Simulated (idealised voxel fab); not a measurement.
The process module presented herein is designated voxel double patterning.
Section shown: cut. Width: 195 nm. Cell size: 5 nm, square.
Cross-section layout: square cells on a grid; listed as bands, top to bottom; a band spans one or more cell rows.
Heights first: top, then bottom, in nm. Then materials, left to right, each with a width in nm. "everywhere" on a single material: fills the band edge to edge. "empty": empty space.
Heads up on the height convention: 0 is the point under which the incoming wafer is all one material, and the lowest band has no bottom, it just keeps going down, like "0 nm and below".
A two-number width, for instance "30 to 40", indicates that the width is equal to the first number in the top row of the band and to the second number in the bottom row, and that it changes by a constant amount per row of cells.
The cross-section has no changed cell in any step marked "no modifications".
Enclosed voids (no open way to top), threshold 8 cells or more, entry "Closed void table", notation width x height at distance, distance from left edge, nm.
Heads up: the bit after the settings on a step's line is the simulator's remark on that step.
"overlay nm" answers the question of how far to the right of plan the mask lay on a step that has a mask, and when it is negative the answer is to the left.
The following list gives the planned process steps:
- 1: RECEIVE (material Si)
- 2: CONFORMAL_DEP (material SiO2; thk nm 5)
- 3: DIRECTIONAL_DEP (material polySi; thk nm 10)
- 4: DIRECTIONAL_DEP (material SiCN; thk nm 10)
- 5: MASKED_ETCH (tone open; mask id FIRST; width nm 15; pitch nm 50; etch materials SiCN; depth nm 10; overlay nm 0)
- 6: PATTERN (tone open; mask id SECOND; material resist; width nm 15; thk nm 15; overlay nm 0)
- 7: DIRECTIONAL_ETCH (etch materials SiCN; depth nm 10)
- 8: STRIP (etch materials resist)
- 9: DIRECTIONAL_ETCH (etch materials polySi; depth nm 10)
- 10: STRIP (etch materials SiCN)
As-received wafer cross-section (after step 1):
* 0 nm and below = Si everywhere
* Closed void table: none
Cross-section taken at module completion on the first of two wafers; processed per the plan:
* 15 nm to 5 nm = polySi 65 / empty 15 / polySi 10 / empty 15 / polySi 10 / empty 15 / polySi 65
* 5 nm to 0 nm = SiO2 everywhere
* 0 nm and below = Si everywhere
* Closed void table: none
This cross-section belongs to the second wafer of two at the end of the module; the start and the plan were shared with the first, and the run included one mistake:
* 15 nm to 5 nm = empty 65 / polySi 15 / empty 35 / polySi 15 / empty 65
* 5 nm to 0 nm = SiO2 everywhere
* 0 nm and below = Si everywhere
* Closed void table: none
Short version of what went wrong: so step 5 ended up running with a different setting than we planned, it ran as MASKED_ETCH (tone cover; mask id FIRST; width nm 15; pitch nm 50; etch materials SiCN; depth nm 10; overlay nm 0)
Final cells, second wafer relative to first, materials higher or lower: -48 polySi
